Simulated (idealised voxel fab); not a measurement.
voxel gate over fins: a process module
Cross-sectional view cut (width: 225 nm; square cell size: 5 nm).
For the purposes of this document, a cross-section shall be understood as a grid of square cells, specified as bands listed in top-to-bottom order, each band consisting of one or more rows of cells. Within each band entry, the heights of the top and of the bottom of the band appear first, in that order and in nm; the materials of the band then follow from left to right, each with its corresponding width in nm. The designation "all across" on a single material indicates that it fills the band from edge to edge; the designation "blank" indicates empty space. Measure heights from 0. That's the level where, below it, the as-received wafer is all one material. The lowest band is bottomless and extends downward; write it as in "z 0 and below". Width: "30->40" (first number = top row, second number = bottom row, same change from row to row of cells). The cross-section has no changed cell in any step marked "nothing altered". Each empty space that has no open way to the top and spans at least 8 cells appears under "Closed void list" as width x height at distance, the distance counted from the left edge, all in nm. Past the settings on a step's line: simulator remark, on that step. overlay nm: for a step with a mask, the amount by which the mask lay right of where it was planned; a negative amount means left of it. Quick note on how to read the rest: it's all pairs. You get the cross-section before a process step and the one after, but the after one only goes down as far as the lowest band that changed. The step in between, with its settings, sits under the pair. Heads up, the pairs can come from different runs of this module on the same starting wafer, so don't assume a pair picks up from the one above unless its "Prior to step" entry says it does.

## Prior to step
	z 20 to 5 | aC all across
	z 5 to 0 | SiN all across
	z 0 and below | Si all across
	Closed void list: none

## After the Step
	z 55 to 20 | resist (45)  blank (15)  resist (25)  blank (15)  resist (25)  blank (15)  resist (25)  blank (15)  resist (45)
	Below 20, the layers are the same as they were.
	Closed void list: none
What is the step between the two cross-sections above? PATTERN [tone open] [mask id FINS] [material resist] [width nm 15] [pitch nm 40] [thk nm 35] [overlay nm 0]

Prior to step: Reference is made to the cross-section shown after the step in the pair directly above, which represents the state prior to this step.

## After the Step
	z 40 to 20 | resist (45)  blank (15)  resist (25)  blank (15)  resist (25)  blank (15)  resist (25)  blank (15)  resist (45)
	z 20 to 5 | aC (45)  blank (15)  aC (25)  blank (15)  aC (25)  blank (15)  aC (25)  blank (15)  aC (45)
	Below 5, the layers are the same as they were.
	Closed void list: none
What is the step between the two cross-sections above? DIRECTIONAL_ETCH [etch materials aC] [depth nm 15]

Prior to step: Reference is made to the cross-section shown after the step in the pair directly above, which represents the state prior to this step.

## After the Step
	z 20 to 5 | aC (45)  blank (15)  aC (25)  blank (15)  aC (25)  blank (15)  aC (25)  blank (15)  aC (45)
	Below 5, the layers are the same as they were.
	Closed void list: none
What is the step between the two cross-sections above? STRIP [etch materials resist]

Prior to step: Reference is made to the cross-section shown after the step in the pair directly above, which represents the state prior to this step.

## After the Step
	z 20 to 5 | aC (45)  blank (15)  aC (25)  blank (15)  aC (25)  blank (15)  aC (25)  blank (15)  aC (45)
	z 5 to 0 | SiN (45)  blank (15)  SiN (25)  blank (15)  SiN (25)  blank (15)  SiN (25)  blank (15)  SiN (45)
	Below 0, the layers are the same as they were.
	Closed void list: none
What is the step between the two cross-sections above? DIRECTIONAL_ETCH [etch materials SiN] [depth nm 5]

Prior to step: Reference is made to the cross-section shown after the step in the pair directly above, which represents the state prior to this step.

## After the Step
	z 20 to 5 | aC (45)  blank (15)  aC (25)  blank (15)  aC (25)  blank (15)  aC (25)  blank (15)  aC (45)
	z 5 to 0 | SiN (45)  blank (15)  SiN (25)  blank (15)  SiN (25)  blank (15)  SiN (25)  blank (15)  SiN (45)
	z 0 to -35 | Si (45)  blank (15)  Si (25)  blank (15)  Si (25)  blank (15)  Si (25)  blank (15)  Si (45)
	Below -35, the layers are the same as they were.
	Closed void list: none
What is the step between the two cross-sections above? DIRECTIONAL_ETCH [etch materials Si] [depth nm 35]

Prior to step: Reference is made to the cross-section shown after the step in the pair directly above, which represents the state prior to this step.

## After the Step
	z 5 to 0 | SiN (45)  blank (15)  SiN (25)  blank (15)  SiN (25)  blank (15)  SiN (25)  blank (15)  SiN (45)
	Below 0, the layers are the same as they were.
	Closed void list: none
What is the step between the two cross-sections above? STRIP [etch materials aC]

Prior to step: Reference is made to the cross-section shown after the step in the pair directly above, which represents the state prior to this step.

## After the Step
	z 5 to 0 | SiN (45)  blank (15)  SiN (25)  blank (15)  SiN (25)  blank (15)  SiN (25)  blank (15)  SiN (45)
	z 0 to -35 | Si (40)  SiO2 (5)  blank (15)  SiO2 (5)  Si (15)  SiO2 (5)  blank (15)  SiO2 (5)  Si (15)  SiO2 (5)  blank (15)  SiO2 (5)  Si (15)  SiO2 (5)  blank (15)  SiO2 (5)  Si (40)
	z -35 to -40 | Si (40)  SiO2 (25)  Si (15)  SiO2 (25)  Si (15)  SiO2 (25)  Si (15)  SiO2 (25)  Si (40)
	Below -40, the layers are the same as they were.
	Closed void list: none
What is the step between the two cross-sections above? OXIDIZE [depth nm 5]

Prior to step: Reference is made to the cross-section shown after the step in the pair directly above, which represents the state prior to this step.

## After the Step
	z 20 to 5 | SiO2 all across
	z 5 to 0 | SiN (45)  SiO2 (15)  SiN (25)  SiO2 (15)  SiN (25)  SiO2 (15)  SiN (25)  SiO2 (15)  SiN (45)
	z 0 to -40 | Si (40)  SiO2 (25)  Si (15)  SiO2 (25)  Si (15)  SiO2 (25)  Si (15)  SiO2 (25)  Si (40)
	Below -40, the layers are the same as they were.
	Closed void list: none
What is the step between the two cross-sections above? FILL_DEP [material SiO2] [thk nm 15]

Prior to step: Reference is made to the cross-section shown after the step in the pair directly above, which represents the state prior to this step.

## After the Step
	z 5 to 0 | SiN (45)  SiO2 (15)  SiN (25)  SiO2 (15)  SiN (25)  SiO2 (15)  SiN (25)  SiO2 (15)  SiN (45)
	Below 0, the layers are the same as they were.
	Closed void list: none
What is the step between the two cross-sections above? CMP [height nm 5]

Prior to step: Reference is made to the cross-section shown after the step in the pair directly above, which represents the state prior to this step.

## After the Step
	z 5 to 0 | SiN (45)  blank (15)  SiN (25)  blank (15)  SiN (25)  blank (15)  SiN (25)  blank (15)  SiN (45)
	z 0 to -10 | Si (40)  blank (25)  Si (15)  blank (25)  Si (15)  blank (25)  Si (15)  blank (25)  Si (40)
	Below -10, the layers are the same as they were.
	Closed void list: none
What is the step between the two cross-sections above? SELECTIVE_ETCH [etch materials SiO2] [depth nm 15]

Prior to step: Reference is made to the cross-section shown after the step in the pair directly above, which represents the state prior to this step.

## After the Step
	z 0 to -10 | Si (40)  blank (25)  Si (15)  blank (25)  Si (15)  blank (25)  Si (15)  blank (25)  Si (40)
	Below -10, the layers are the same as they were.
	Closed void list: none
What is the step between the two cross-sections above? STRIP [etch materials SiN]

Prior to step: Reference is made to the cross-section shown after the step in the pair directly above, which represents the state prior to this step.

## After the Step
	z 5 to 0 | HfO2 (45)  blank (15)  HfO2 (25)  blank (15)  HfO2 (25)  blank (15)  HfO2 (25)  blank (15)  HfO2 (45)
	z 0 to -5 | Si (40)  HfO2 (5)  blank (15)  HfO2 (5)  Si (15)  HfO2 (5)  blank (15)  HfO2 (5)  Si (15)  HfO2 (5)  blank (15)  HfO2 (5)  Si (15)  HfO2 (5)  blank (15)  HfO2 (5)  Si (40)
	z -5 to -10 | Si (40)  HfO2 (25)  Si (15)  HfO2 (25)  Si (15)  HfO2 (25)  Si (15)  HfO2 (25)  Si (40)
	Below -10, the layers are the same as they were.
	Closed void list: none
What is the step between the two cross-sections above? CONFORMAL_DEP [material HfO2] [thk nm 5]

Prior to step: Reference is made to the cross-section shown after the step in the pair directly above, which represents the state prior to this step.

## After the Step
	z 10 to 5 | TiN (50)  blank (5)  TiN (35)  blank (5)  TiN (35)  blank (5)  TiN (35)  blank (5)  TiN (50)
	z 5 to 0 | HfO2 (45)  TiN (5)  blank (5)  TiN (5)  HfO2 (25)  TiN (5)  blank (5)  TiN (5)  HfO2 (25)  TiN (5)  blank (5)  TiN (5)  HfO2 (25)  TiN (5)  blank (5)  TiN (5)  HfO2 (45)
	z 0 to -5 | Si (40)  HfO2 (5)  TiN (15)  HfO2 (5)  Si (15)  HfO2 (5)  TiN (15)  HfO2 (5)  Si (15)  HfO2 (5)  TiN (15)  HfO2 (5)  Si (15)  HfO2 (5)  TiN (15)  HfO2 (5)  Si (40)
	Below -5, the layers are the same as they were.
	Closed void list: none
What is the step between the two cross-sections above? CONFORMAL_DEP [material TiN] [thk nm 5]

Prior to step: Reference is made to the cross-section shown after the step in the pair directly above, which represents the state prior to this step.

## After the Step
	z 15 to 10 | TiAl all across
	z 10 to 5 | TiN (50)  TiAl (5)  TiN (35)  TiAl (5)  TiN (35)  TiAl (5)  TiN (35)  TiAl (5)  TiN (50)
	z 5 to 0 | HfO2 (45)  TiN (5)  TiAl (5)  TiN (5)  HfO2 (25)  TiN (5)  TiAl (5)  TiN (5)  HfO2 (25)  TiN (5)  TiAl (5)  TiN (5)  HfO2 (25)  TiN (5)  TiAl (5)  TiN (5)  HfO2 (45)
	Below 0, the layers are the same as they were.
	Closed void list: none
What is the step between the two cross-sections above? CONFORMAL_DEP [material TiAl] [thk nm 5]

Prior to step: Reference is made to the cross-section shown after the step in the pair directly above, which represents the state prior to this step.

## After the Step
	z 20 to 15 | TiN all across
	Below 15, the layers are the same as they were.
	Closed void list: none
What is the step between the two cross-sections above? CONFORMAL_DEP [material TiN] [thk nm 5]

Prior to step: Reference is made to the cross-section shown after the step in the pair directly above, which represents the state prior to this step.

## After the Step
	z 30 to 20 | W all across
	Below 20, the layers are the same as they were.
	Closed void list: none
What is the step between the two cross-sections above? FILL_DEP [material W] [thk nm 10]

Prior to step: Reference is made to the cross-section shown after the step in the pair directly above, which represents the state prior to this step.

## After the Step
	z 25 to 20 | W all across
	Below 20, the layers are the same as they were.
	Closed void list: none
What is the step between the two cross-sections above? CMP [height nm 25]

Prior to step: Reference is made to the cross-section shown after the step in the pair directly above, which represents the state prior to this step.

## After the Step
	z 30 to 25 | SiCN all across
	Below 25, the layers are the same as they were.
	Closed void list: none
What is the step between the two cross-sections above? CONFORMAL_DEP [material SiCN] [thk nm 5]
